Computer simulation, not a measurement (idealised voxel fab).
Module name: voxel self aligned contacts (process module)
The cross-section shown here is cut; it is 280 nm wide and divided into square cells measuring 5 nm on a side.
In this document a cross-section is written as a grid of square cells. It is given as a series of bands, listed from the top down, and a band is one or more rows of cells. The entry gives the band's vertical extent as a top height and a bottom height in nm, then its horizontal make-up as materials from left to right, each with a width in nm. "blank" stands for empty space; a single material marked "all across" fills the band edge to edge. For the purposes of this specification, 0 denotes the height below which the wafer in its as-received condition is composed wholly of one material, and the lowermost band, lacking a lower limit, extends downward without end, as expressed in "top 0, no bottom". It should be noted that a width expressed as "30..40" varies in equal increments from row to row of cells within the band, taking the value of the first number at the top row and that of the second number at the bottom row. What does "nothing got changed" mean for a step? It means no cell of the cross-section changed in that step. In "Fully enclosed voids" the enclosed voids are listed, meaning empty spaces of 8 cells or larger without any opening to the top. The form is width x height at distance, distance from the left edge, units nm. Heads up: the bit after the settings on a step's line is the simulator's remark on that step. A step's line can hold "overlay nm"; with a mask on that step, the setting says how far right of the planned place the mask lay, while a negative setting says it lay to the left.
**The steps planned for the process are as follows**
step 1: RECEIVE,material Si
step 2: CONFORMAL_DEP,material SiO2,thk nm 5
step 3: DIRECTIONAL_DEP,material polySi,thk nm 20
step 4: DIRECTIONAL_DEP,material SiN,thk nm 15
step 5: PATTERN,tone cover,mask id GATE,material resist,width nm 25,pitch nm 50,thk nm 20,overlay nm 0
step 6: DIRECTIONAL_ETCH,etch materials SiN,depth nm 15
step 7: DIRECTIONAL_ETCH,etch materials polySi,depth nm 20
step 8: STRIP,etch materials resist
step 9: CONFORMAL_DEP,material SiN,thk nm 5
step 10: DIRECTIONAL_ETCH,etch materials SiN,depth nm 5
step 11: FILL_DEP,material SiO2,thk nm 15
step 12: CMP,height nm 45
step 13: MASKED_ETCH,tone open,mask id CONTACT,width nm 35,etch materials SiO2,depth nm 45,overlay nm 0
step 14: CONFORMAL_DEP,material TiN,thk nm 5
step 15: FILL_DEP,material W,thk nm 10
step 16: CMP,height nm 45
step 17: CONFORMAL_DEP,material SiCN,thk nm 5
**So this is the incoming wafer in cross-section - it's already been through step 1**
	top 0, no bottom  Si all across
	Fully enclosed voids: none
**First of two wafers: cross-section at end of module, run per plan**
	top 50, bottom 45  SiCN all across
	top 45, bottom 40  SiO2 120; TiN 15; W 5; TiN 15; SiO2 125
	top 40, bottom 25  SiO2 95; SiN 35; TiN 5; W 5; TiN 5; SiN 35; SiO2 100
	top 25, bottom 5  SiO2 95; SiN 5; polySi 25; SiN 5; TiN 5; W 5; TiN 5; SiN 5; polySi 25; SiN 5; SiO2 100
	top 5, bottom 0  SiO2 130; TiN 15; SiO2 135
	top 0, no bottom  Si all across
	Fully enclosed voids: none
**End of module, second wafer, cross-section. Started like the first, planned like the first, run with one mistake**
	top 50, bottom 45  SiCN all across
	top 45, bottom 40  SiO2 120; TiN 15; W 5; TiN 20; SiO2 120
	top 40, bottom 25  SiO2 95; SiN 35; TiN 5; W 5; TiN 5; SiN 35; SiO2 100
	top 25, bottom 5  SiO2 95; SiN 5; polySi 25; SiN 5; TiN 5; W 5; TiN 5; SiN 5; polySi 25; SiN 5; SiO2 100
	top 5, bottom 0  SiO2 130; TiN 15; SiO2 135
	top 0, no bottom  Si all across
	Fully enclosed voids: none
What went wrong in running the wafer? step 13 was processed under conditions differing from the plan, specifically as MASKED_ETCH,tone open,mask id CONTACT,width nm 40,etch materials SiO2,depth nm 45,overlay nm 0
End check, counted in cells, second wafer has more or fewer of these materials than the first: SiO2: 1 fewer; TiN: 1 more
